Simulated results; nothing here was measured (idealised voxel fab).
process module | voxel self aligned vias
cross-section cut | 290 nm wide | cells 5 nm
A cross-section is a grid of square cells, given in bands from the top down. A band is one or more rows of cells.
Each band's line starts with the height of the band's top and of its bottom, in nm. Then come its materials from left to right, each with its width in nm. One material with "throughout" fills the band from edge to edge. "air" is empty space.
Height 0 is the level under which the wafer as received is all one material. The lowest band goes on downwards, as in "0 down".
A width such as "30 to 40" changes by the same amount from each row of cells to the next, from the band's top row to its bottom row.
"no change" after a step means that no cell of the cross-section changed.
closed voids: empty space of 8 cells or more with no open way to the top, each as width x height at its distance from the left edge, in nm
after a step's settings: what the simulator itself notes on the step
overlay nm, on a step with a mask: how far to the right of its planned place the mask lay; to the left if negative
plan
1 op RECEIVE | material Si
2 op CONFORMAL_DEP | material SiO2 | thk nm 15
3 op CONFORMAL_DEP | material SiCN | thk nm 5
4 op DIRECTIONAL_DEP | material lowk | thk nm 30
5 op DIRECTIONAL_DEP | material aC | thk nm 15
6 op PATTERN | tone open | mask id LINES | material resist | width nm 25 | pitch nm 60 | thk nm 35 | overlay nm 0
7 op DIRECTIONAL_ETCH | etch materials aC | depth nm 15
8 op STRIP | etch materials resist
9 op DIRECTIONAL_ETCH | etch materials lowk | depth nm 30
10 op STRIP | etch materials aC
11 op CONFORMAL_DEP | material TiN | thk nm 5
12 op FILL_DEP | material W | thk nm 10
13 op CMP | height nm 50
14 op SELECTIVE_ETCH | etch materials W Ru TiN | depth nm 5
15 op FILL_DEP | material SiN | thk nm 10
16 op CMP | height nm 50
17 op DIRECTIONAL_DEP | material lowk | thk nm 15
18 op MASKED_ETCH | tone open | mask id VIAS | width nm 35 | pitch nm 60 | etch materials lowk | depth nm 15 | overlay nm 0
19 op MASKED_ETCH | tone open | mask id VIAS | width nm 45 | pitch nm 60 | etch materials SiN | depth nm 5 | overlay nm 0
20 op CONFORMAL_DEP | material TiN | thk nm 5
21 op FILL_DEP | material Cu | thk nm 5
22 op CMP | height nm 65
23 op CONFORMAL_DEP | material SiCN | thk nm 5
varied across the wafers: width nm of step 18. The plan shows the first wafer's value. All wafers start alike
first wafer as received, after step 1
  0 down: Si throughout
  closed voids: none
each wafer at the end: cells of each material gained (+) or lost (-) since it was received, then its closed voids
width nm 35 | +39 Cu | +116 SiCN | +174 SiO2 | +78 TiN | +36 W | +369 lowk | closed voids: none
width nm 40 | +45 Cu | +116 SiCN | +174 SiO2 | +81 TiN | +36 W | +360 lowk | closed voids: none
width nm 45 | +51 Cu | +116 SiCN | +174 SiO2 | +84 TiN | +36 W | +351 lowk | closed voids: none
